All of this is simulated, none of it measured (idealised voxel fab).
process module | voxel capacitor over wiring
cross-section cut | 205 nm wide | cells 5 nm
A cross-section is a grid of square cells, given in bands from the top down. A band is one or more rows of cells.
Each band's line starts with the height of the band's top and of its bottom, in nm. Then come its materials from left to right, each with its width in nm. One material with "throughout" fills the band from edge to edge. "air" is empty space.
Height 0 is the level under which the wafer as received is all one material. The lowest band goes on downwards, as in "0 down".
A width such as "30 to 40" changes by the same amount from each row of cells to the next, from the band's top row to its bottom row.
"no change" after a step means that no cell of the cross-section changed.
closed voids: empty space of 8 cells or more with no open way to the top, each as width x height at its distance from the left edge, in nm
after a step's settings: what the simulator itself notes on the step
overlay nm, on a step with a mask: how far to the right of its planned place the mask lay; to the left if negative
plan
1 op RECEIVE | material Si
2 op CONFORMAL_DEP | material SiO2 | thk nm 10
3 op DIRECTIONAL_DEP | material TiN | thk nm 5
4 op DIRECTIONAL_DEP | material W | thk nm 15
5 op MASKED_ETCH | tone cover | mask id METAL_1 | width nm 25 | pitch nm 90 | etch materials W | depth nm 15 | overlay nm 0
6 op MASKED_ETCH | tone cover | mask id METAL_1 | width nm 25 | pitch nm 90 | etch materials TiN | depth nm 5 | overlay nm 0
7 op FILL_DEP | material lowk | thk nm 10
8 op CMP | height nm 30
9 op CONFORMAL_DEP | material SiCN | thk nm 5
10 op DIRECTIONAL_DEP | material SiO2 | thk nm 10
11 op DIRECTIONAL_DEP | material aC | thk nm 15
12 op PATTERN | tone open | mask id PLUG_1 | material resist | width nm 15 | thk nm 30 | overlay nm 0
13 op DIRECTIONAL_ETCH | etch materials aC | depth nm 15
14 op STRIP | etch materials resist
15 op DIRECTIONAL_ETCH | etch materials SiO2 | depth nm 10
16 op DIRECTIONAL_ETCH | etch materials SiCN | depth nm 5
17 op STRIP | etch materials aC
18 op EPI | material Ru | thk nm 10
19 op EPI | material Ru | thk nm 5
20 op DIRECTIONAL_DEP | material TiN | thk nm 10
21 op DIRECTIONAL_DEP | material SiN | thk nm 5
22 op DIRECTIONAL_DEP | material TiN | thk nm 5
23 op PATTERN | tone cover | mask id UPPER_PLATE | material resist | width nm 70 | thk nm 15 | overlay nm 0
24 op DIRECTIONAL_ETCH | etch materials TiN | depth nm 5
25 op DIRECTIONAL_ETCH | etch materials SiN | depth nm 5
26 op STRIP | etch materials resist
27 op PATTERN | tone cover | mask id LOWER_PLATE | material resist | width nm 80 | thk nm 15 | overlay nm 0
28 op DIRECTIONAL_ETCH | etch materials TiN | depth nm 10
29 op STRIP | etch materials resist
30 op FILL_DEP | material SiO2 | thk nm 15
31 op CMP | height nm 75
32 op MASKED_ETCH | tone open | mask id PLUG_2 | width nm 15 | etch materials SiO2 | depth nm 10 | overlay nm 0
33 op CONFORMAL_DEP | material TiN | thk nm 5
34 op FILL_DEP | material Cu | thk nm 5
35 op CMP | height nm 75
36 op CONFORMAL_DEP | material SiN | thk nm 5
first wafer, as planned
as received, after step 1
  0 down: Si throughout
  closed voids: none
after step 2
  10 to 0: SiO2 throughout
  below 0: unchanged
after step 3
  15 to 10: TiN throughout
  below 10: unchanged
after step 4
  30 to 15: W throughout
  below 15: unchanged
after step 5
  30 to 15: air 45 | W 25 | air 65 | W 25 | air 45
  below 15: unchanged
after step 6
  30 to 15: air 45 | W 25 | air 65 | W 25 | air 45
  15 to 10: air 45 | TiN 25 | air 65 | TiN 25 | air 45
  below 10: unchanged
after step 7
  40 to 30: lowk throughout
  30 to 15: lowk 45 | W 25 | lowk 65 | W 25 | lowk 45
  15 to 10: lowk 45 | TiN 25 | lowk 65 | TiN 25 | lowk 45
  below 10: unchanged
after step 8
  30 to 15: lowk 45 | W 25 | lowk 65 | W 25 | lowk 45
  below 15: unchanged
after step 9
  35 to 30: SiCN throughout
  below 30: unchanged
after step 10
  45 to 35: SiO2 throughout
  below 35: unchanged
after step 11
  60 to 45: aC throughout
  below 45: unchanged
after step 12
  90 to 60: resist 55 | air 15 | resist 135
  below 60: unchanged
after step 13
  75 to 60: resist 55 | air 15 | resist 135
  60 to 45: aC 55 | air 15 | aC 135
  below 45: unchanged
after step 14
  60 to 45: aC 55 | air 15 | aC 135
  below 45: unchanged
after step 15
  60 to 45: aC 55 | air 15 | aC 135
  45 to 35: SiO2 55 | air 15 | SiO2 135
  below 35: unchanged
after step 16
  60 to 45: aC 55 | air 15 | aC 135
  45 to 35: SiO2 55 | air 15 | SiO2 135
  35 to 30: SiCN 55 | air 15 | SiCN 135
  below 30: unchanged
after step 17
  45 to 35: SiO2 55 | air 15 | SiO2 135
  below 35: unchanged
after step 18
  45 to 40: SiO2 55 | air 15 | SiO2 135
  40 to 35: SiO2 55 | Ru 15 | SiO2 135
  35 to 30: SiCN 55 | Ru 15 | SiCN 135
  below 30: unchanged
after step 19
  45 to 35: SiO2 55 | Ru 15 | SiO2 135
  below 35: unchanged
after step 20
  55 to 45: TiN throughout
  below 45: unchanged
after step 21
  60 to 55: SiN throughout
  below 55: unchanged
after step 22
  65 to 60: TiN throughout
  below 60: unchanged
after step 23
  80 to 65: air 55 | resist 70 | air 80
  below 65: unchanged
after step 24
  80 to 65: air 55 | resist 70 | air 80
  65 to 60: air 55 | TiN 70 | air 80
  below 60: unchanged
after step 25
  80 to 65: air 55 | resist 70 | air 80
  65 to 60: air 55 | TiN 70 | air 80
  60 to 55: air 55 | SiN 70 | air 80
  below 55: unchanged
after step 26
  65 to 60: air 55 | TiN 70 | air 80
  below 60: unchanged
after step 27
  80 to 65: air 50 | resist 80 | air 75
  65 to 60: air 50 | resist 5 | TiN 70 | resist 5 | air 75
  60 to 55: air 50 | resist 5 | SiN 70 | resist 5 | air 75
  below 55: unchanged
after step 28
  80 to 65: air 50 | resist 80 | air 75
  65 to 60: air 50 | resist 5 | TiN 70 | resist 5 | air 75
  60 to 55: air 50 | resist 5 | SiN 70 | resist 5 | air 75
  55 to 45: air 50 | TiN 80 | air 75
  below 45: unchanged
after step 29
  65 to 60: air 55 | TiN 70 | air 80
  60 to 55: air 55 | SiN 70 | air 80
  below 55: unchanged
after step 30
  80 to 65: SiO2 throughout
  65 to 60: SiO2 55 | TiN 70 | SiO2 80
  60 to 55: SiO2 55 | SiN 70 | SiO2 80
  55 to 45: SiO2 50 | TiN 80 | SiO2 75
  below 45: unchanged
after step 31
  75 to 65: SiO2 throughout
  below 65: unchanged
after step 32
  75 to 65: SiO2 65 | air 15 | SiO2 125
  below 65: unchanged
after step 33
  80 to 75: TiN 70 | air 5 | TiN 130
  75 to 70: SiO2 65 | TiN 5 | air 5 | TiN 5 | SiO2 125
  70 to 60: SiO2 65 to 55 | TiN 15 to 70 | SiO2 125 to 80
  below 60: unchanged
after step 34
  85 to 80: Cu throughout
  80 to 75: TiN 70 | Cu 5 | TiN 130
  75 to 70: SiO2 65 | TiN 5 | Cu 5 | TiN 5 | SiO2 125
  below 70: unchanged
after step 35
  75 to 70: SiO2 65 | TiN 5 | Cu 5 | TiN 5 | SiO2 125
  below 70: unchanged
after step 36
  80 to 75: SiN throughout
  below 75: unchanged
second wafer: like start, like plan, one mistake. Through step 20 it matches the first wafer
when step 21 should have ended: no change
when step 22 should have ended
  60 to 45: TiN throughout
  below 45: unchanged
when step 23 should have ended
  75 to 60: air 55 | resist 70 | air 80
  below 60: unchanged
when step 24 should have ended
  75 to 60: air 55 | resist 70 | air 80
  60 to 55: air 55 | TiN 70 | air 80
  below 55: unchanged
when step 25 should have ended: no change
when step 26 should have ended
  60 to 55: air 55 | TiN 70 | air 80
  below 55: unchanged
when step 27 should have ended
  75 to 60: air 50 | resist 80 | air 75
  60 to 55: air 50 | resist 5 | TiN 70 | resist 5 | air 75
  below 55: unchanged
when step 28 should have ended
  75 to 60: air 50 | resist 80 | air 75
  60 to 55: air 50 | resist 5 | TiN 70 | resist 5 | air 75
  55 to 45: air 50 | TiN 80 | air 75
  below 45: unchanged
when step 29 should have ended
  60 to 55: air 55 | TiN 70 | air 80
  below 55: unchanged
when step 30 should have ended
  75 to 60: SiO2 throughout
  60 to 55: SiO2 55 | TiN 70 | SiO2 80
  55 to 45: SiO2 50 | TiN 80 | SiO2 75
  below 45: unchanged
when step 31 should have ended: no change
when step 32 should have ended
  75 to 65: SiO2 65 | air 15 | SiO2 125
  below 65: unchanged
when step 33 should have ended
  80 to 75: TiN 70 | air 5 | TiN 130
  75 to 70: SiO2 65 | TiN 5 | air 5 | TiN 5 | SiO2 125
  70 to 65: SiO2 65 | TiN 15 | SiO2 125
  below 65: unchanged
when step 34 should have ended
  85 to 80: Cu throughout
  80 to 75: TiN 70 | Cu 5 | TiN 130
  75 to 70: SiO2 65 | TiN 5 | Cu 5 | TiN 5 | SiO2 125
  below 70: unchanged
when step 35 should have ended
  75 to 70: SiO2 65 | TiN 5 | Cu 5 | TiN 5 | SiO2 125
  below 70: unchanged
when step 36 should have ended
  80 to 75: SiN throughout
  below 75: unchanged
what went wrong: step 21 was left out
at the end the second wafer has, in cells: 14 fewer of SiN | 14 more of SiO2
